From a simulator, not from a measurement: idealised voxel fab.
voxel self aligned vias: a process module
Square cells of 5 nm make up the cross-section cut, whose width is 175 nm.
How to read a cross-section here: the picture is a grid of square cells, written as bands going from the top down, and any band can span one or more rows of cells.
Top, bottom (nm), then materials left to right with widths (nm); lone material tagged "edge to edge" fills the whole band edge to edge; "blank" = empty space.
Heads up on the height convention: 0 is the point under which the incoming wafer is all one material, and the lowest band has no bottom, it just keeps going down, like "top 0, no bottom".
A two-number width, for instance "30 to 40", indicates that the width is equal to the first number in the top row of the band and to the second number in the bottom row, and that it changes by a constant amount per row of cells.
Basically "nothing changed" means that step didn't change any cell in the cross-section.
You'll see "Enclosed empty spaces" listing empty spaces that have no way open to the top, as long as they're 8 cells or more; the notation is width x height at distance, where the distance is from the left edge, and all of it is in nm.
It should be noted that, on the line of a given step, the content following the step's settings is a remark produced by the simulator itself with respect to that step.
What "overlay nm" on a step's line means: if the step has a mask, that mask lay this far to the right of its planned place, or, when the value is negative, to the left.

Planned step list for the process
1) op RECEIVE | material Si
2) op CONFORMAL_DEP | material SiO2 | thk nm 10
3) op CONFORMAL_DEP | material SiCN | thk nm 5
4) op DIRECTIONAL_DEP | material SiO2 | thk nm 25
5) op MASKED_ETCH | tone open | mask id LINES | width nm 25 | pitch nm 65 | etch materials SiO2 | depth nm 25 | overlay nm -15
6) op CONFORMAL_DEP | material TiN | thk nm 5
7) op FILL_DEP | material Ru | thk nm 5
8) op CMP | height nm 40
9) op SELECTIVE_ETCH | etch materials W Ru TiN | depth nm 5
10) op FILL_DEP | material SiN | thk nm 5
11) op CMP | height nm 40
12) op DIRECTIONAL_DEP | material SiO2 | thk nm 20
13) op DIRECTIONAL_DEP | material aC | thk nm 15
14) op PATTERN | tone open | mask id VIAS | material resist | width nm 35 | thk nm 35 | overlay nm 0
15) op DIRECTIONAL_ETCH | etch materials aC | depth nm 15
16) op STRIP | etch materials resist
17) op DIRECTIONAL_ETCH | etch materials SiO2 | depth nm 20
18) op DIRECTIONAL_ETCH | etch materials SiN | depth nm 5
19) op STRIP | etch materials aC
20) op CONFORMAL_DEP | material TiN | thk nm 5
21) op FILL_DEP | material Cu | thk nm 5
22) op CMP | height nm 60
23) op CONFORMAL_DEP | material SiCN | thk nm 5
The value of overlay nm given for step 5 in the plan refers to the first wafer; the wafers vary in this setting and are alike at the start.

Sectional view: first of several wafers, as received, after step 1
	top 0, no bottom  Si edge to edge
	Enclosed empty spaces: none

Table: wafers, a row each; end-of-module cell change per material since receipt, gain (+), loss (-); then closed voids
overlay nm -15 | +16 Cu | +18 Ru | +70 SiCN | +7 SiN | +307 SiO2 | +37 TiN | Enclosed empty spaces: none
overlay nm -10 | +17 Cu | +18 Ru | +70 SiCN | +6 SiN | +307 SiO2 | +37 TiN | Enclosed empty spaces: none
overlay nm -5 | +18 Cu | +18 Ru | +70 SiCN | +5 SiN | +307 SiO2 | +37 TiN | Enclosed empty spaces: none
overlay nm 0 | +18 Cu | +18 Ru | +70 SiCN | +5 SiN | +307 SiO2 | +37 TiN | Enclosed empty spaces: none
overlay nm 5 | +18 Cu | +18 Ru | +70 SiCN | +5 SiN | +307 SiO2 | +37 TiN | Enclosed empty spaces: none
overlay nm 10 | +17 Cu | +18 Ru | +70 SiCN | +6 SiN | +307 SiO2 | +37 TiN | Enclosed empty spaces: none
overlay nm 15 | +16 Cu | +18 Ru | +70 SiCN | +7 SiN | +307 SiO2 | +37 TiN | Enclosed empty spaces: none
